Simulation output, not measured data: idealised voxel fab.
Proc. module: voxel double patterning
Displayed cross-section: cut, width of 160 nm, square cells sized 5 nm.
Cross-section layout: square cells on a grid; listed as bands, top to bottom; a band spans one or more cell rows. Top, bottom (nm), then materials left to right with widths (nm); lone material tagged "throughout" fills the whole band edge to edge; "air" = empty space. Zero point of the height axis is 0; under it, received wafer = one material. Lowest band: continues down indefinitely, "0 down". The two numbers in a width such as "30 to 40" mark its ends across the band: the first belongs to the top row of cells, the second to the bottom row, and from each row to the next the width moves by the same amount. Basically "identical to before" means that step didn't change any cell in the cross-section. If an empty space has no open way to the top and is at least 8 cells in size, "Sealed-off cavities" lists it, written width x height at distance, where distance is measured from the left edge and every value is in nm. On a step's line, text after the settings is the simulator commenting on that step. overlay nm: for a step with a mask, the amount by which the mask lay right of where it was planned; a negative amount means left of it.

Steps planned for the process:
| 1 | RECEIVE: material Si |
| 2 | CONFORMAL_DEP: material SiO2, thk nm 10 |
| 3 | DIRECTIONAL_DEP: material polySi, thk nm 15 |
| 4 | DIRECTIONAL_DEP: material SiN, thk nm 10 |
| 5 | PATTERN: tone open, mask id FIRST, material resist, width nm 15, pitch nm 50, thk nm 20, overlay nm 0 |
| 6 | DIRECTIONAL_ETCH: etch materials SiN, depth nm 10 |
| 7 | STRIP: etch materials resist |
| 8 | MASKED_ETCH: tone open, mask id SECOND, width nm 15, pitch nm 50, etch materials SiN, depth nm 10, overlay nm 0 |
| 9 | DIRECTIONAL_ETCH: etch materials polySi, depth nm 15 |
| 10 | STRIP: etch materials SiN |

First of the two wafers, run per plan:

Incoming wafer, cross-sectional view, post step 1:
0 down: Si throughout
Sealed-off cavities: none

You're looking at a cross-section of the wafer after step 2:
10 to 0: SiO2 throughout
Below a height of 0, the structure has not been altered.

You're looking at a cross-section of the wafer after step 3:
25 to 10: polySi throughout
Below a height of 10, the structure has not been altered.

You're looking at a cross-section of the wafer after step 4:
35 to 25: SiN throughout
Below a height of 25, the structure has not been altered.

You're looking at a cross-section of the wafer after step 5:
55 to 35: resist 20 nm, then air 15 nm, then resist 35 nm, then air 15 nm, then resist 35 nm, then air 15 nm, then resist 25 nm
Below a height of 35, the structure has not been altered.

You're looking at a cross-section of the wafer after step 6:
55 to 35: resist 20 nm, then air 15 nm, then resist 35 nm, then air 15 nm, then resist 35 nm, then air 15 nm, then resist 25 nm
35 to 25: SiN 20 nm, then air 15 nm, then SiN 35 nm, then air 15 nm, then SiN 35 nm, then air 15 nm, then SiN 25 nm
Below a height of 25, the structure has not been altered.

You're looking at a cross-section of the wafer after step 7:
35 to 25: SiN 20 nm, then air 15 nm, then SiN 35 nm, then air 15 nm, then SiN 35 nm, then air 15 nm, then SiN 25 nm
Below a height of 25, the structure has not been altered.

You're looking at a cross-section of the wafer after step 8:
35 to 25: SiN 20 nm, then air 15 nm, then SiN 10 nm, then air 15 nm, then SiN 10 nm, then air 15 nm, then SiN 10 nm, then air 15 nm, then SiN 10 nm, then air 15 nm, then SiN 25 nm
Below a height of 25, the structure has not been altered.

You're looking at a cross-section of the wafer after step 9:
35 to 25: SiN 20 nm, then air 15 nm, then SiN 10 nm, then air 15 nm, then SiN 10 nm, then air 15 nm, then SiN 10 nm, then air 15 nm, then SiN 10 nm, then air 15 nm, then SiN 25 nm
25 to 10: polySi 20 nm, then air 15 nm, then polySi 10 nm, then air 15 nm, then polySi 10 nm, then air 15 nm, then polySi 10 nm, then air 15 nm, then polySi 10 nm, then air 15 nm, then polySi 25 nm
Below a height of 10, the structure has not been altered.

You're looking at a cross-section of the wafer after step 10:
25 to 10: polySi 20 nm, then air 15 nm, then polySi 10 nm, then air 15 nm, then polySi 10 nm, then air 15 nm, then polySi 10 nm, then air 15 nm, then polySi 10 nm, then air 15 nm, then polySi 25 nm
Below a height of 10, the structure has not been altered.

The remaining wafer, second of the two, started like the first and was run to the same plan, except that one mistake was made along the way; the two coincide through step 8, inclusive:

Second wafer at the planned finish of step 9, seen in cross-section:
35 to 25: SiN 20 nm, then air 15 nm, then SiN 10 nm, then air 15 nm, then SiN 10 nm, then air 15 nm, then SiN 10 nm, then air 15 nm, then SiN 10 nm, then air 15 nm, then SiN 25 nm
25 to 15: polySi 20 nm, then air 15 nm, then polySi 10 nm, then air 15 nm, then polySi 10 nm, then air 15 nm, then polySi 10 nm, then air 15 nm, then polySi 10 nm, then air 15 nm, then polySi 25 nm
Below a height of 15, the structure has not been altered.

Second wafer at the planned finish of step 10, seen in cross-section:
25 to 15: polySi 20 nm, then air 15 nm, then polySi 10 nm, then air 15 nm, then polySi 10 nm, then air 15 nm, then polySi 10 nm, then air 15 nm, then polySi 10 nm, then air 15 nm, then polySi 25 nm
Below a height of 15, the structure has not been altered.
So what did we get wrong on this run? off-plan run, step 9, actual operation and settings DIRECTIONAL_ETCH: etch materials polySi, depth nm 10
Wafer comparison, final, in cells, second relative to first, materials more or fewer: polySi: 15 more
